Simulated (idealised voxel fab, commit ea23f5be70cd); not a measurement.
process module | voxel transistor to metal
cross-section cut | 185 nm wide | cells 5 nm
A cross-section is a grid of square cells, given in bands from the top down. A band is one or more rows of cells.
Each band's line starts with the height of the band's top and of its bottom, in nm. Then come its materials from left to right, each with its width in nm. One material with "throughout" fills the band from edge to edge. "air" is empty space.
Height 0 is the level under which the wafer as received is all one material. The lowest band goes on downwards, as in "0 down".
A width such as "30 to 40" changes by the same amount from each row of cells to the next, from the band's top row to its bottom row.
"no change" after a step means that no cell of the cross-section changed.
closed voids: empty space of 8 cells or more with no open way to the top, each as width x height at its distance from the left edge, in nm
after a step's settings: what the simulator itself notes on the step
overlay nm, on a step with a mask: how far to the right of its planned place the mask lay; to the left if negative
plan
1 op RECEIVE | material Si
2 op CONFORMAL_DEP | material SiO2 | thk nm 5
3 op CONFORMAL_DEP | material SiN | thk nm 10
4 op PATTERN | tone cover | mask id ACTIVE | material resist | width nm 85 | thk nm 20 | overlay nm 0
5 op DIRECTIONAL_ETCH | etch materials SiN | depth nm 10
6 op DIRECTIONAL_ETCH | etch materials SiO2 | depth nm 5
7 op DIRECTIONAL_ETCH | etch materials Si | depth nm 20
8 op STRIP | etch materials resist
9 op OXIDIZE | depth nm 5
10 op FILL_DEP | material SiO2 | thk nm 15
11 op CMP | height nm 15
12 op SELECTIVE_ETCH | etch materials SiO2 | depth nm 5
13 op STRIP | etch materials SiN
14 op SELECTIVE_ETCH | etch materials SiO2 | depth nm 5
15 op OXIDIZE | depth nm 5
16 op DIRECTIONAL_DEP | material polySi | thk nm 25
17 op DIRECTIONAL_DEP | material SiCN | thk nm 15
18 op DIRECTIONAL_DEP | material aC | thk nm 10
19 op PATTERN | tone cover | mask id GATE | material resist | width nm 15 | thk nm 25 | overlay nm 0
20 op DIRECTIONAL_ETCH | etch materials aC | depth nm 10
21 op STRIP | etch materials resist
22 op DIRECTIONAL_ETCH | etch materials SiCN | depth nm 25
23 op DIRECTIONAL_ETCH | etch materials polySi | depth nm 35
24 op STRIP | etch materials aC
25 op CONFORMAL_DEP | material SiN | thk nm 10
26 op DIRECTIONAL_ETCH | etch materials SiN | depth nm 10
27 op DIRECTIONAL_ETCH | etch materials SiO2 | depth nm 5
28 op EPI | material SiGe | thk nm 5
29 op FILL_DEP | material SiO2 | thk nm 10
30 op CMP | height nm 40
31 op DIRECTIONAL_DEP | material SiO2 | thk nm 15
32 op MASKED_ETCH | tone open | mask id CONTACT | width nm 15 | pitch nm 60 | etch materials SiO2 | depth nm 55 | overlay nm 0
33 op CONFORMAL_DEP | material TiN | thk nm 5
34 op FILL_DEP | material W | thk nm 5
35 op CMP | height nm 55
36 op CONFORMAL_DEP | material SiCN | thk nm 5
37 op DIRECTIONAL_DEP | material SiO2 | thk nm 20
38 op PATTERN | tone open | mask id METAL_1 | material resist | width nm 15 | pitch nm 60 | thk nm 15 | overlay nm 0
39 op DIRECTIONAL_ETCH | etch materials SiO2 | depth nm 20
40 op DIRECTIONAL_ETCH | etch materials SiCN | depth nm 5
41 op STRIP | etch materials resist
42 op CONFORMAL_DEP | material TiN | thk nm 5
43 op FILL_DEP | material Cu | thk nm 5
44 op CMP | height nm 80
45 op CONFORMAL_DEP | material SiN | thk nm 5
as received, after step 1
  0 down: Si throughout
  closed voids: none
a wafer at the end: this start, this plan, one mistake
  85 to 80: SiN throughout
  80 to 60: SiO2 55 | TiN 5 | Cu 5 | TiN 5 | SiO2 45 | TiN 5 | Cu 5 | TiN 5 | SiO2 55
  60 to 55: SiCN 55 | TiN 15 | SiCN 45 | TiN 15 | SiCN 55
  55 to 40: SiO2 55 | TiN 5 | W 5 | TiN 5 | SiO2 45 | TiN 5 | W 5 | TiN 5 | SiO2 55
  40 to 35: SiO2 55 | TiN 5 | W 5 | TiN 5 | SiO2 5 | SiN 10 | SiCN 15 | SiN 10 | SiO2 5 | TiN 5 | W 5 | TiN 5 | SiO2 55
  35 to 30: SiCN 45 | SiN 10 | TiN 15 | SiO2 5 | SiN 10 | SiCN 15 | SiN 10 | SiO2 5 | TiN 15 | SiN 10 | SiCN 45
  30 to 25: polySi 45 | SiCN 95 | polySi 45
  25 to 5: polySi throughout
  5 to 0: SiO2 45 | polySi 95 | SiO2 45
  0 to -5: SiO2 throughout
  -5 to -25: SiO2 55 | Si 75 | SiO2 55
  -25 down: Si throughout
  closed voids: none
what went wrong: step 17 was run twice
